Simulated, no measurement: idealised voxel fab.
The document below concerns the process module designated voxel capacitor over wiring.
cross-section cut | 220 nm wide | cells 5 nm
Cross-section layout: square cells on a grid; listed as bands, top to bottom; a band spans one or more cell rows.
For a band, the entry starts with two heights in nm, that of the top and then that of the bottom, and carries on with the band's materials in order from left to right, each alongside its width in nm; the word "throughout" beside a single material means it fills the band edge to edge, and "air" means empty space.
Counting heights begins at 0, where everything beneath is, in the wafer as received, one material. The lowest band has no bottom; it goes on downwards, as "z 0 and below" shows.
A two-number width, for instance "30 to 40", indicates that the width is equal to the first number in the top row of the band and to the second number in the bottom row, and that it changes by a constant amount per row of cells.
The cross-section has no changed cell in any step marked "nothing altered".
This entry, "Unvented cavities", enumerates those empty regions of no fewer than 8 cells that possess no open connection to the top. Each region is reported in the form width x height at distance, the distance being taken from the left edge, with all three quantities expressed in nm.
It should be noted that, on the line of a given step, the content following the step's settings is a remark produced by the simulator itself with respect to that step.
overlay nm: right-of-plan distance of the mask on a masked step; negative values mean left-of-plan.

[The process steps that were planned are listed below]
1: op RECEIVE | material Si
2: op CONFORMAL_DEP | material SiO2 | thk nm 15
3: op CONFORMAL_DEP | material SiN | thk nm 5
4: op DIRECTIONAL_DEP | material SiO2 | thk nm 15
5: op DIRECTIONAL_DEP | material aC | thk nm 10
6: op PATTERN | tone open | mask id METAL_1 | material resist | width nm 25 | pitch nm 95 | thk nm 30 | overlay nm 0
7: op DIRECTIONAL_ETCH | etch materials aC | depth nm 10
8: op STRIP | etch materials resist
9: op DIRECTIONAL_ETCH | etch materials SiO2 | depth nm 15
10: op DIRECTIONAL_ETCH | etch materials SiN | depth nm 5
11: op STRIP | etch materials aC
12: op CONFORMAL_DEP | material TiN | thk nm 5
13: op FILL_DEP | material W | thk nm 10
14: op CMP | height nm 35
15: op CONFORMAL_DEP | material SiCN | thk nm 5
16: op DIRECTIONAL_DEP | material lowk | thk nm 15
17: op MASKED_ETCH | tone open | mask id PLUG_1 | width nm 15 | etch materials lowk | depth nm 15 | overlay nm 0
18: op MASKED_ETCH | tone open | mask id PLUG_1 | width nm 15 | etch materials SiCN | depth nm 5 | overlay nm 0
19: op EPI | material Ru | thk nm 10
20: op EPI | material Ru | thk nm 10
21: op DIRECTIONAL_DEP | material TiN | thk nm 5
22: op DIRECTIONAL_DEP | material HfO2 | thk nm 5
23: op DIRECTIONAL_DEP | material TiN | thk nm 5
24: op DIRECTIONAL_DEP | material aC | thk nm 10
25: op PATTERN | tone cover | mask id UPPER_PLATE | material resist | width nm 75 | thk nm 30 | overlay nm 0
26: op DIRECTIONAL_ETCH | etch materials aC | depth nm 10
27: op STRIP | etch materials resist
28: op DIRECTIONAL_ETCH | etch materials TiN | depth nm 5
29: op DIRECTIONAL_ETCH | etch materials HfO2 | depth nm 5
30: op STRIP | etch materials aC
31: op PATTERN | tone cover | mask id LOWER_PLATE | material resist | width nm 85 | thk nm 15 | overlay nm 0
32: op DIRECTIONAL_ETCH | etch materials TiN | depth nm 5
33: op STRIP | etch materials resist
34: op FILL_DEP | material SiO2 | thk nm 20
35: op CMP | height nm 85
36: op DIRECTIONAL_DEP | material aC | thk nm 10
37: op PATTERN | tone open | mask id PLUG_2 | material resist | width nm 15 | thk nm 30 | overlay nm 0
38: op DIRECTIONAL_ETCH | etch materials aC | depth nm 10
39: op STRIP | etch materials resist
40: op DIRECTIONAL_ETCH | etch materials SiO2 | depth nm 15
41: op STRIP | etch materials aC
42: op CONFORMAL_DEP | material TiN | thk nm 5
43: op FILL_DEP | material Cu | thk nm 10
44: op CMP | height nm 85
45: op CONFORMAL_DEP | material SiCN | thk nm 5

[Cross-section of the incoming wafer, state after step 1]
z 0 and below: Si throughout
Unvented cavities: none

[Cross-sectional result after module completion. Note: starting condition and plan are unchanged from above; one processing mistake was made]
z 90 to 85: SiCN throughout
z 85 to 75: Cu: 65, TiN: 5, SiO2: 15, TiN: 5, Cu: 130
z 75 to 70: TiN: 70, SiO2: 15, TiN: 135
z 70 to 65: SiO2: 60, TiN: 75, SiO2: 85
z 65 to 60: SiO2: 60, HfO2: 75, SiO2: 85
z 60 to 55: SiO2: 55, TiN: 85, SiO2: 80
z 55 to 40: lowk: 60, Ru: 15, lowk: 145
z 40 to 35: SiCN: 60, Ru: 15, SiCN: 145
z 35 to 20: SiO2: 50, TiN: 5, W: 15, TiN: 5, SiO2: 70, TiN: 5, W: 15, TiN: 5, SiO2: 50
z 20 to 15: SiN: 50, TiN: 25, SiN: 70, TiN: 25, SiN: 50
z 15 to 0: SiO2 throughout
z 0 and below: Si throughout
Unvented cavities: none
Deviation from plan: step 37 deviated from plan and actually ran as op PATTERN | tone cover | mask id PLUG_2 | material resist | width nm 15 | thk nm 30 | overlay nm 0
